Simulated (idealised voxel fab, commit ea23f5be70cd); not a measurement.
Name of the process module below: voxel self aligned contacts
235 nm wide, 5 nm square cells: that's cross-section cut.
A cross-section is a grid of square cells, given in bands from the top down. A band is one or more rows of cells. Heights first: top, then bottom, in nm. Then materials, left to right, each with a width in nm. "all across" on a single material: fills the band edge to edge. "blank": empty space. Height datum 0, below which the as-received substrate wafer is one material. Lowest band open at the bottom, running downward: "0..down". It should be noted that a width expressed as "30 to 40" varies in equal increments from row to row of cells within the band, taking the value of the first number at the top row and that of the second number at the bottom row. "identical to before", as given for a step, is the statement that not any cell of the cross-section underwent a change during that step. Reported under the label "Sealed cavities" are the empty spaces having no open way to the top and comprising 8 cells or more; the notation for each is width x height at distance, in which the distance is measured from the left edge and all three values are in nm. Note: text after step settings on the step line = simulator remark on that step. "overlay nm", when on a step's line for a step with a mask, measures how far to the right of its planned place the mask lay; a negative measure means to the left.
# Steps in the process plan
1: RECEIVE with material Si
2: OXIDIZE with depth nm 5
3: DIRECTIONAL_DEP with material polySi, thk nm 25
4: DIRECTIONAL_DEP with material SiN, thk nm 15
5: PATTERN with tone cover, mask id GATE, material resist, width nm 30, pitch nm 65, thk nm 15, overlay nm 0
6: DIRECTIONAL_ETCH with etch materials SiN, depth nm 15
7: DIRECTIONAL_ETCH with etch materials polySi, depth nm 25
8: STRIP with etch materials resist
9: CONFORMAL_DEP with material SiN, thk nm 5
10: DIRECTIONAL_ETCH with etch materials SiN, depth nm 5
11: FILL_DEP with material SiO2, thk nm 15
12: CMP with height nm 45
13: DIRECTIONAL_DEP with material aC, thk nm 15
14: PATTERN with tone open, mask id CONTACT, material resist, width nm 45, pitch nm 65, thk nm 30, overlay nm 0
15: DIRECTIONAL_ETCH with etch materials aC, depth nm 15
16: STRIP with etch materials resist
17: DIRECTIONAL_ETCH with etch materials SiO2, depth nm 50
18: STRIP with etch materials aC
19: CONFORMAL_DEP with material TiN, thk nm 5
20: FILL_DEP with material Ru, thk nm 10
21: CMP with height nm 45
22: CONFORMAL_DEP with material SiCN, thk nm 5
# Below: the first of two wafers, run as planned
# Cross-section of the wafer as it came to us, i.e., already through step 1
    0..down  Si all across
    Sealed cavities: none
# Presented here is a cross-section of the wafer after step 2 has been performed
    0..-5  SiO2 all across
    Rest of section, below -5: as before.
# Presented here is a cross-section of the wafer after step 3 has been performed
    25..0  polySi all across
    Rest of section, below 0: as before.
# Presented here is a cross-section of the wafer after step 4 has been performed
    40..25  SiN all across
    Rest of section, below 25: as before.
# Presented here is a cross-section of the wafer after step 5 has been performed
    55..40  blank 35 nm | resist 30 nm | blank 35 nm | resist 30 nm | blank 35 nm | resist 30 nm | blank 40 nm
    Rest of section, below 40: as before.
# Presented here is a cross-section of the wafer after step 6 has been performed
    55..40  blank 35 nm | resist 30 nm | blank 35 nm | resist 30 nm | blank 35 nm | resist 30 nm | blank 40 nm
    40..25  blank 35 nm | SiN 30 nm | blank 35 nm | SiN 30 nm | blank 35 nm | SiN 30 nm | blank 40 nm
    Rest of section, below 25: as before.
# Presented here is a cross-section of the wafer after step 7 has been performed
    55..40  blank 35 nm | resist 30 nm | blank 35 nm | resist 30 nm | blank 35 nm | resist 30 nm | blank 40 nm
    40..25  blank 35 nm | SiN 30 nm | blank 35 nm | SiN 30 nm | blank 35 nm | SiN 30 nm | blank 40 nm
    25..0  blank 35 nm | polySi 30 nm | blank 35 nm | polySi 30 nm | blank 35 nm | polySi 30 nm | blank 40 nm
    Rest of section, below 0: as before.
# Presented here is a cross-section of the wafer after step 8 has been performed
    40..25  blank 35 nm | SiN 30 nm | blank 35 nm | SiN 30 nm | blank 35 nm | SiN 30 nm | blank 40 nm
    Rest of section, below 25: as before.
# Presented here is a cross-section of the wafer after step 9 has been performed
    45..25  blank 30 nm | SiN 40 nm | blank 25 nm | SiN 40 nm | blank 25 nm | SiN 40 nm | blank 35 nm
    25..5  blank 30 nm | SiN 5 nm | polySi 30 nm | SiN 5 nm | blank 25 nm | SiN 5 nm | polySi 30 nm | SiN 5 nm | blank 25 nm | SiN 5 nm | polySi 30 nm | SiN 5 nm | blank 35 nm
    5..0  SiN 35 nm | polySi 30 nm | SiN 35 nm | polySi 30 nm | SiN 35 nm | polySi 30 nm | SiN 40 nm
    Rest of section, below 0: as before.
# Presented here is a cross-section of the wafer after step 10 has been performed
    40..25  blank 30 nm | SiN 40 nm | blank 25 nm | SiN 40 nm | blank 25 nm | SiN 40 nm | blank 35 nm
    25..0  blank 30 nm | SiN 5 nm | polySi 30 nm | SiN 5 nm | blank 25 nm | SiN 5 nm | polySi 30 nm | SiN 5 nm | blank 25 nm | SiN 5 nm | polySi 30 nm | SiN 5 nm | blank 35 nm
    Rest of section, below 0: as before.
# Presented here is a cross-section of the wafer after step 11 has been performed
    55..40  SiO2 all across
    40..25  SiO2 30 nm | SiN 40 nm | SiO2 25 nm | SiN 40 nm | SiO2 25 nm | SiN 40 nm | SiO2 35 nm
    25..0  SiO2 30 nm | SiN 5 nm | polySi 30 nm | SiN 5 nm | SiO2 25 nm | SiN 5 nm | polySi 30 nm | SiN 5 nm | SiO2 25 nm | SiN 5 nm | polySi 30 nm | SiN 5 nm | SiO2 35 nm
    Rest of section, below 0: as before.
# Presented here is a cross-section of the wafer after step 12 has been performed
    45..40  SiO2 all across
    Rest of section, below 40: as before.
# Presented here is a cross-section of the wafer after step 13 has been performed
    60..45  aC all across
    Rest of section, below 45: as before.
# Presented here is a cross-section of the wafer after step 14 has been performed
    90..60  resist 60 nm | blank 45 nm | resist 20 nm | blank 45 nm | resist 65 nm
    Rest of section, below 60: as before.
# Presented here is a cross-section of the wafer after step 15 has been performed
    75..60  resist 60 nm | blank 45 nm | resist 20 nm | blank 45 nm | resist 65 nm
    60..45  aC 60 nm | blank 45 nm | aC 20 nm | blank 45 nm | aC 65 nm
    Rest of section, below 45: as before.
# Presented here is a cross-section of the wafer after step 16 has been performed
    60..45  aC 60 nm | blank 45 nm | aC 20 nm | blank 45 nm | aC 65 nm
    Rest of section, below 45: as before.
# Presented here is a cross-section of the wafer after step 17 has been performed
    60..45  aC 60 nm | blank 45 nm | aC 20 nm | blank 45 nm | aC 65 nm
    45..40  SiO2 60 nm | blank 45 nm | SiO2 20 nm | blank 45 nm | SiO2 65 nm
    40..25  SiO2 30 nm | SiN 40 nm | blank 25 nm | SiN 40 nm | blank 25 nm | SiN 40 nm | SiO2 35 nm
    25..0  SiO2 30 nm | SiN 5 nm | polySi 30 nm | SiN 5 nm | blank 25 nm | SiN 5 nm | polySi 30 nm | SiN 5 nm | blank 25 nm | SiN 5 nm | polySi 30 nm | SiN 5 nm | SiO2 35 nm
    0..-5  SiO2 70 nm | blank 25 nm | SiO2 40 nm | blank 25 nm | SiO2 75 nm
    Rest of section, below -5: as before.
# Presented here is a cross-section of the wafer after step 18 has been performed
    45..40  SiO2 60 nm | blank 45 nm | SiO2 20 nm | blank 45 nm | SiO2 65 nm
    Rest of section, below 40: as before.
# Presented here is a cross-section of the wafer after step 19 has been performed
    50..45  TiN 65 nm | blank 35 nm | TiN 30 nm | blank 35 nm | TiN 70 nm
    45..40  SiO2 60 nm | TiN 15 nm | blank 15 nm | TiN 15 nm | SiO2 20 nm | TiN 15 nm | blank 15 nm | TiN 15 nm | SiO2 65 nm
    40..25  SiO2 30 nm | SiN 40 nm | TiN 5 nm | blank 15 nm | TiN 5 nm | SiN 40 nm | TiN 5 nm | blank 15 nm | TiN 5 nm | SiN 40 nm | SiO2 35 nm
    25..0  SiO2 30 nm | SiN 5 nm | polySi 30 nm | SiN 5 nm | TiN 5 nm | blank 15 nm | TiN 5 nm | SiN 5 nm | polySi 30 nm | SiN 5 nm | TiN 5 nm | blank 15 nm | TiN 5 nm | SiN 5 nm | polySi 30 nm | SiN 5 nm | SiO2 35 nm
    0..-5  SiO2 70 nm | TiN 25 nm | SiO2 40 nm | TiN 25 nm | SiO2 75 nm
    Rest of section, below -5: as before.
# Presented here is a cross-section of the wafer after step 20 has been performed
    60..50  Ru all across
    50..45  TiN 65 nm | Ru 35 nm | TiN 30 nm | Ru 35 nm | TiN 70 nm
    45..40  SiO2 60 nm | TiN 15 nm | Ru 15 nm | TiN 15 nm | SiO2 20 nm | TiN 15 nm | Ru 15 nm | TiN 15 nm | SiO2 65 nm
    40..25  SiO2 30 nm | SiN 40 nm | TiN 5 nm | Ru 15 nm | TiN 5 nm | SiN 40 nm | TiN 5 nm | Ru 15 nm | TiN 5 nm | SiN 40 nm | SiO2 35 nm
    25..0  SiO2 30 nm | SiN 5 nm | polySi 30 nm | SiN 5 nm | TiN 5 nm | Ru 15 nm | TiN 5 nm | SiN 5 nm | polySi 30 nm | SiN 5 nm | TiN 5 nm | Ru 15 nm | TiN 5 nm | SiN 5 nm | polySi 30 nm | SiN 5 nm | SiO2 35 nm
    Rest of section, below 0: as before.
# Presented here is a cross-section of the wafer after step 21 has been performed
    45..40  SiO2 60 nm | TiN 15 nm | Ru 15 nm | TiN 15 nm | SiO2 20 nm | TiN 15 nm | Ru 15 nm | TiN 15 nm | SiO2 65 nm
    Rest of section, below 40: as before.
# Presented here is a cross-section of the wafer after step 22 has been performed
    50..45  SiCN all across
    Rest of section, below 45: as before.
# Wafer two. Identical start, identical plan. One mistake in execution. Identical history through step 2
# Cross-section: second wafer, time at which step 3 was scheduled to end
    15..0  SiN all across
    Rest of section, below 0: as before.
# Cross-section: second wafer, time at which step 4 was scheduled to end
    40..15  polySi all across
    Rest of section, below 15: as before.
# Cross-section: second wafer, time at which step 5 was scheduled to end
    55..40  blank 35 nm | resist 30 nm | blank 35 nm | resist 30 nm | blank 35 nm | resist 30 nm | blank 40 nm
    Rest of section, below 40: as before.
Cross-section: second wafer, time at which step 6 was scheduled to end: identical to before
# Cross-section: second wafer, time at which step 7 was scheduled to end
    55..40  blank 35 nm | resist 30 nm | blank 35 nm | resist 30 nm | blank 35 nm | resist 30 nm | blank 40 nm
    40..15  blank 35 nm | polySi 30 nm | blank 35 nm | polySi 30 nm | blank 35 nm | polySi 30 nm | blank 40 nm
    Rest of section, below 15: as before.
# Cross-section: second wafer, time at which step 8 was scheduled to end
    40..15  blank 35 nm | polySi 30 nm | blank 35 nm | polySi 30 nm | blank 35 nm | polySi 30 nm | blank 40 nm
    Rest of section, below 15: as before.
# Cross-section: second wafer, time at which step 9 was scheduled to end
    45..40  blank 30 nm | SiN 40 nm | blank 25 nm | SiN 40 nm | blank 25 nm | SiN 40 nm | blank 35 nm
    40..20  blank 30 nm | SiN 5 nm | polySi 30 nm | SiN 5 nm | blank 25 nm | SiN 5 nm | polySi 30 nm | SiN 5 nm | blank 25 nm | SiN 5 nm | polySi 30 nm | SiN 5 nm | blank 35 nm
    20..15  SiN 35 nm | polySi 30 nm | SiN 35 nm | polySi 30 nm | SiN 35 nm | polySi 30 nm | SiN 40 nm
    Rest of section, below 15: as before.
# Cross-section: second wafer, time at which step 10 was scheduled to end
    40..15  blank 30 nm | SiN 5 nm | polySi 30 nm | SiN 5 nm | blank 25 nm | SiN 5 nm | polySi 30 nm | SiN 5 nm | blank 25 nm | SiN 5 nm | polySi 30 nm | SiN 5 nm | blank 35 nm
    Rest of section, below 15: as before.
# Cross-section: second wafer, time at which step 11 was scheduled to end
    55..40  SiO2 all across
    40..15  SiO2 30 nm | SiN 5 nm | polySi 30 nm | SiN 5 nm | SiO2 25 nm | SiN 5 nm | polySi 30 nm | SiN 5 nm | SiO2 25 nm | SiN 5 nm | polySi 30 nm | SiN 5 nm | SiO2 35 nm
    Rest of section, below 15: as before.
# Cross-section: second wafer, time at which step 12 was scheduled to end
    45..40  SiO2 all across
    Rest of section, below 40: as before.
# Cross-section: second wafer, time at which step 13 was scheduled to end
    60..45  aC all across
    Rest of section, below 45: as before.
# Cross-section: second wafer, time at which step 14 was scheduled to end
    90..60  resist 60 nm | blank 45 nm | resist 20 nm | blank 45 nm | resist 65 nm
    Rest of section, below 60: as before.
# Cross-section: second wafer, time at which step 15 was scheduled to end
    75..60  resist 60 nm | blank 45 nm | resist 20 nm | blank 45 nm | resist 65 nm
    60..45  aC 60 nm | blank 45 nm | aC 20 nm | blank 45 nm | aC 65 nm
    Rest of section, below 45: as before.
# Cross-section: second wafer, time at which step 16 was scheduled to end
    60..45  aC 60 nm | blank 45 nm | aC 20 nm | blank 45 nm | aC 65 nm
    Rest of section, below 45: as before.
# Cross-section: second wafer, time at which step 17 was scheduled to end
    60..45  aC 60 nm | blank 45 nm | aC 20 nm | blank 45 nm | aC 65 nm
    45..40  SiO2 60 nm | blank 45 nm | SiO2 20 nm | blank 45 nm | SiO2 65 nm
    40..15  SiO2 30 nm | SiN 5 nm | polySi 30 nm | SiN 5 nm | blank 25 nm | SiN 5 nm | polySi 30 nm | SiN 5 nm | blank 25 nm | SiN 5 nm | polySi 30 nm | SiN 5 nm | SiO2 35 nm
    Rest of section, below 15: as before.
# Cross-section: second wafer, time at which step 18 was scheduled to end
    45..40  SiO2 60 nm | blank 45 nm | SiO2 20 nm | blank 45 nm | SiO2 65 nm
    Rest of section, below 40: as before.
# Cross-section: second wafer, time at which step 19 was scheduled to end
    50..45  TiN 65 nm | blank 35 nm | TiN 30 nm | blank 35 nm | TiN 70 nm
    45..40  SiO2 60 nm | TiN 15 nm | blank 15 nm | TiN 15 nm | SiO2 20 nm | TiN 15 nm | blank 15 nm | TiN 15 nm | SiO2 65 nm
    40..20  SiO2 30 nm | SiN 5 nm | polySi 30 nm | SiN 5 nm | TiN 5 nm | blank 15 nm | TiN 5 nm | SiN 5 nm | polySi 30 nm | SiN 5 nm | TiN 5 nm | blank 15 nm | TiN 5 nm | SiN 5 nm | polySi 30 nm | SiN 5 nm | SiO2 35 nm
    20..15  SiO2 30 nm | SiN 5 nm | polySi 30 nm | SiN 5 nm | TiN 25 nm | SiN 5 nm | polySi 30 nm | SiN 5 nm | TiN 25 nm | SiN 5 nm | polySi 30 nm | SiN 5 nm | SiO2 35 nm
    Rest of section, below 15: as before.
# Cross-section: second wafer, time at which step 20 was scheduled to end
    60..50  Ru all across
    50..45  TiN 65 nm | Ru 35 nm | TiN 30 nm | Ru 35 nm | TiN 70 nm
    45..40  SiO2 60 nm | TiN 15 nm | Ru 15 nm | TiN 15 nm | SiO2 20 nm | TiN 15 nm | Ru 15 nm | TiN 15 nm | SiO2 65 nm
    40..20  SiO2 30 nm | SiN 5 nm | polySi 30 nm | SiN 5 nm | TiN 5 nm | Ru 15 nm | TiN 5 nm | SiN 5 nm | polySi 30 nm | SiN 5 nm | TiN 5 nm | Ru 15 nm | TiN 5 nm | SiN 5 nm | polySi 30 nm | SiN 5 nm | SiO2 35 nm
    Rest of section, below 20: as before.
# Cross-section: second wafer, time at which step 21 was scheduled to end
    45..40  SiO2 60 nm | TiN 15 nm | Ru 15 nm | TiN 15 nm | SiO2 20 nm | TiN 15 nm | Ru 15 nm | TiN 15 nm | SiO2 65 nm
    Rest of section, below 40: as before.
# Cross-section: second wafer, time at which step 22 was scheduled to end
    50..45  SiCN all across
    Rest of section, below 45: as before.
Which mistake was made when the wafer was run? the run placed steps 3 and 4 each in the position the plan gave to the other
Wafer comparison, final, in cells, second relative to first, materials more or fewer: -24 Ru; +69 SiN; -29 SiO2; -16 TiN
